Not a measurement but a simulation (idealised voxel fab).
process module | voxel self aligned contacts
cross-section cut | 175 nm wide | cells 5 nm
A cross-section is a grid of square cells, given in bands from the top down. A band is one or more rows of cells.
Each band's line starts with the height of the band's top and of its bottom, in nm. Then come its materials from left to right, each with its width in nm. One material with "throughout" fills the band from edge to edge. "air" is empty space.
Height 0 is the level under which the wafer as received is all one material. The lowest band goes on downwards, as in "0 down".
A width such as "30 to 40" changes by the same amount from each row of cells to the next, from the band's top row to its bottom row.
"no change" after a step means that no cell of the cross-section changed.
closed voids: empty space of 8 cells or more with no open way to the top, each as width x height at its distance from the left edge, in nm
after a step's settings: what the simulator itself notes on the step
overlay nm, on a step with a mask: how far to the right of its planned place the mask lay; to the left if negative
plan
1 op RECEIVE | material Si
2 op CONFORMAL_DEP | material SiO2 | thk nm 5
3 op DIRECTIONAL_DEP | material polySi | thk nm 20
4 op DIRECTIONAL_DEP | material SiN | thk nm 20
5 op MASKED_ETCH | tone cover | mask id GATE | width nm 35 | pitch nm 65 | etch materials SiN | depth nm 20 | overlay nm 0
6 op MASKED_ETCH | tone cover | mask id GATE | width nm 35 | pitch nm 65 | etch materials polySi | depth nm 20 | overlay nm 0
7 op CONFORMAL_DEP | material SiN | thk nm 5
8 op DIRECTIONAL_ETCH | etch materials SiN | depth nm 5
9 op FILL_DEP | material SiO2 | thk nm 10
10 op CMP | height nm 50
11 op PATTERN | tone open | mask id CONTACT | material resist | width nm 40 | thk nm 20 | overlay nm 0
12 op DIRECTIONAL_ETCH | etch materials SiO2 | depth nm 50
13 op STRIP | etch materials resist
14 op CONFORMAL_DEP | material TiN | thk nm 5
15 op FILL_DEP | material W | thk nm 10
16 op CMP | height nm 50
17 op CONFORMAL_DEP | material SiN | thk nm 5
as received, after step 1
  0 down: Si throughout
  closed voids: none
a wafer at the end: this start, this plan, one mistake
  55 to 50: TiN throughout
  50 to 45: SiO2 65 | TiN 15 | W 10 | TiN 15 | SiO2 70
  45 to 25: SiO2 30 | SiN 45 | TiN 5 | W 10 | TiN 5 | SiN 45 | SiO2 35
  25 to 5: SiO2 30 | SiN 5 | polySi 35 | SiN 5 | TiN 5 | W 10 | TiN 5 | SiN 5 | polySi 35 | SiN 5 | SiO2 35
  5 to 0: SiO2 75 | TiN 20 | SiO2 80
  0 down: Si throughout
  closed voids: none
what went wrong: step 17 ran as: op CONFORMAL_DEP | material TiN | thk nm 5
